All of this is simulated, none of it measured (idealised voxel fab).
process module | voxel tone inversion
Square cell edge 5 nm, section width 175 nm, ID cut.
The cross-sections in this document take the form of a grid made of square cells. They are written out as bands, in order from top to bottom. Each band consists of one or more rows of cells. Heads up on the band format: heights come first, top then bottom, in nm. After that it's the materials left to right, each with its width in nm. A single material flagged "throughout" fills the whole band edge to edge, and "blank" means there's empty space there. Heights are expressed relative to 0, this being the level below which the as-received wafer comprises one material exclusively. The lowest band is unbounded in the downward direction and is denoted as in "top 0, no bottom". Quick explanation for "30 to 40": the width changes in equal steps down the rows of cells, from the first number in the band's top row to the second number in its bottom row. When a step is marked "nothing changed", none of the cells in the cross-section changed during that step. "Sealed internal cavities": sealed empty spaces, 8 cells or more, no open way to top, listed width x height at distance, with distance from the left edge and width, height and distance in nm. Anything after a step's settings on that line? It's the simulator's own note about the step. overlay nm: mask right of planned place by this much (step with mask). Neg. = left.
# Steps planned for the process
1,RECEIVE,material Si
2,CONFORMAL_DEP,material SiCN,thk nm 5
3,DIRECTIONAL_DEP,material aC,thk nm 25
4,PATTERN,tone cover,mask id POSTS,material resist,width nm 25,pitch nm 55,thk nm 35,overlay nm 0
5,DIRECTIONAL_ETCH,etch materials aC,depth nm 25
6,STRIP,etch materials resist
7,FILL_DEP,material SiO2,thk nm 5
8,CMP,height nm 30
9,STRIP,etch materials aC
# Cross-section: wafer on arrival = after step 1
> top 0, no bottom  Si throughout
> Sealed internal cavities: none
# first wafer at the end, as planned
> top 30, bottom 5  20 nm SiO2 / 25 nm blank / 30 nm SiO2 / 25 nm blank / 30 nm SiO2 / 25 nm blank / 20 nm SiO2
> top 5, bottom 0  SiCN throughout
> top 0, no bottom  Si throughout
> Sealed internal cavities: none
# Same start, same plan as the first wafer - but one mistake in the run. Cross-section of the second of the two at the end of the module
> top 30, bottom 0  SiCN throughout
> top 0, no bottom  Si throughout
> Sealed internal cavities: none
Which mistake was made when the wafer was run? off-plan run, step 3, actual operation and settings DIRECTIONAL_DEP,material SiCN,thk nm 25
End of process, cell counts, second wafer against first, materials with more or fewer: SiCN: 175 more | SiO2: 100 fewer
